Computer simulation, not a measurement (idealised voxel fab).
This section sets out a process module, namely voxel tone inversion.
This is section cut - it's 230 nm across, gridded in 5 nm square cells.
Reading order for cross-sections: top band down to bottom band. Underlying form: a grid of square cells. Band size: one or more rows of cells. For a band, the entry starts with two heights in nm, that of the top and then that of the bottom, and carries on with the band's materials in order from left to right, each alongside its width in nm; the word "edge to edge" beside a single material means it fills the band edge to edge, and "empty" means empty space. Below 0: as-received wafer, all one material; heights counted from there. Lowest band: no bottom, goes on down, written "0 and below". A two-number width, for instance "30 to 40", indicates that the width is equal to the first number in the top row of the band and to the second number in the bottom row, and that it changes by a constant amount per row of cells. The designation "same as before", where it is given for a processing step, indicates that no cell of the cross-section was altered in the course of that step. In "Enclosed voids" the enclosed voids are listed, meaning empty spaces of 8 cells or larger without any opening to the top. The form is width x height at distance, distance from the left edge, units nm. Past the settings on a step's line: simulator remark, on that step. overlay nm: mask offset rightward from planned place, masked step; negative means leftward offset.

Planned process steps:
1: RECEIVE [material Si]
2: CONFORMAL_DEP [material SiN] [thk nm 10]
3: DIRECTIONAL_DEP [material polySi] [thk nm 20]
4: PATTERN [tone cover] [mask id POSTS] [material resist] [width nm 15] [pitch nm 40] [thk nm 25] [overlay nm 0]
5: DIRECTIONAL_ETCH [etch materials polySi] [depth nm 20]
6: STRIP [etch materials resist]
7: FILL_DEP [material SiO2] [thk nm 5]
8: CMP [height nm 30]
9: STRIP [etch materials polySi]

Wafer at receipt (post step 1), cross-section:
    0 and below | Si edge to edge
    Enclosed voids: none

As-planned run: cross-section of the first of two wafers at end of module:
    30 down to 10 | SiO2 (65), then empty (15), then SiO2 (25), then empty (15), then SiO2 (25), then empty (15), then SiO2 (70)
    10 down to 0 | SiN edge to edge
    0 and below | Si edge to edge
    Enclosed voids: none

Cross-section at end of module for the second wafer of two, which matched the first in starting point and plan and differed by one mistake in its processing:
    30 down to 20 | SiN edge to edge
    20 down to 0 | polySi edge to edge
    0 and below | Si edge to edge
    Enclosed voids: none
The mistake made against the process plan was this: steps 2 and 3 were swapped
The second wafer ends with more or fewer cells of some materials than the first, per final count: 148 fewer of SiO2; 184 more of polySi
